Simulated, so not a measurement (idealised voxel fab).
The following process module bears the name voxel self aligned vias.
Pictured: cross-section cut, 155 nm wide, on a grid of 5 nm square cells.
Cross-section = grid of square cells, listed top down in bands; band = one or more rows.
The band entry comprises the height of the band's top followed by the height of its bottom, expressed in nm, and subsequently the band's materials from left to right, each stated together with its width in nm. Where a single material is marked with the word "full width", that material fills the band from edge to edge. The word "empty" represents empty space.
Height reference: 0 = level under which incoming wafer is all one material. Lowest band: no bottom, runs on downward, e.g. "0..down".
Read "30 to 40" as a graded width: first number on top, second number at the bottom, same change between each pair of neighbouring rows.
"nothing got changed" -> step changed no cross-section cell.
The label "Sealed void inventory" introduces a list of the empty spaces, 8 cells or larger, that have no open way up to the top; each entry in it reads width x height at distance, where the distance is taken from the left edge and all three are stated in nm.
after a step's settings: what the simulator itself notes on the step
overlay nm: for a step with a mask, the amount by which the mask lay right of where it was planned; a negative amount means left of it.
Process steps (planned):
1. RECEIVE with material Si
2. CONFORMAL_DEP with material SiO2, thk nm 15
3. CONFORMAL_DEP with material SiCN, thk nm 5
4. DIRECTIONAL_DEP with material SiO2, thk nm 20
5. DIRECTIONAL_DEP with material aC, thk nm 15
6. PATTERN with tone open, mask id LINES, material resist, width nm 20, pitch nm 70, thk nm 30, overlay nm 0
7. DIRECTIONAL_ETCH with etch materials aC, depth nm 15
8. STRIP with etch materials resist
9. DIRECTIONAL_ETCH with etch materials SiO2, depth nm 20
10. STRIP with etch materials aC
11. CONFORMAL_DEP with material TiN, thk nm 5
12. FILL_DEP with material W, thk nm 10
13. CMP with height nm 40
14. SELECTIVE_ETCH with etch materials W Ru TiN, depth nm 5
15. FILL_DEP with material SiN, thk nm 10
16. CMP with height nm 40
17. DIRECTIONAL_DEP with material SiO2, thk nm 20
18. DIRECTIONAL_DEP with material aC, thk nm 10
19. PATTERN with tone open, mask id VIAS, material resist, width nm 40, thk nm 30, overlay nm -5
20. DIRECTIONAL_ETCH with etch materials aC, depth nm 10
21. STRIP with etch materials resist
22. DIRECTIONAL_ETCH with etch materials SiO2, depth nm 20
23. DIRECTIONAL_ETCH with etch materials SiN, depth nm 5
24. STRIP with etch materials aC
25. CONFORMAL_DEP with material TiN, thk nm 5
26. FILL_DEP with material Cu, thk nm 5
27. CMP with height nm 60
28. CONFORMAL_DEP with material SiN, thk nm 5
The wafers are alike at the start. At step 19, their overlay nm differs. The plan lists the first wafer's value.
As-received state after step 1, first of several wafers, cross-section:
- 0..down  Si full width
- Sealed void inventory: none
Each wafer at the end: cells of each material gained (+) or lost (-) since it was received, then its closed voids:
overlay nm -5; +20 Cu; +31 SiCN; +35 SiN; +277 SiO2; +32 TiN; +8 W; Sealed void inventory: none
overlay nm 0; +20 Cu; +31 SiCN; +35 SiN; +277 SiO2; +32 TiN; +8 W; Sealed void inventory: none
overlay nm 5; +20 Cu; +31 SiCN; +35 SiN; +277 SiO2; +32 TiN; +8 W; Sealed void inventory: none
overlay nm 10; +20 Cu; +31 SiCN; +35 SiN; +277 SiO2; +32 TiN; +8 W; Sealed void inventory: none
overlay nm 15; +19 Cu; +31 SiCN; +36 SiN; +277 SiO2; +32 TiN; +8 W; Sealed void inventory: none
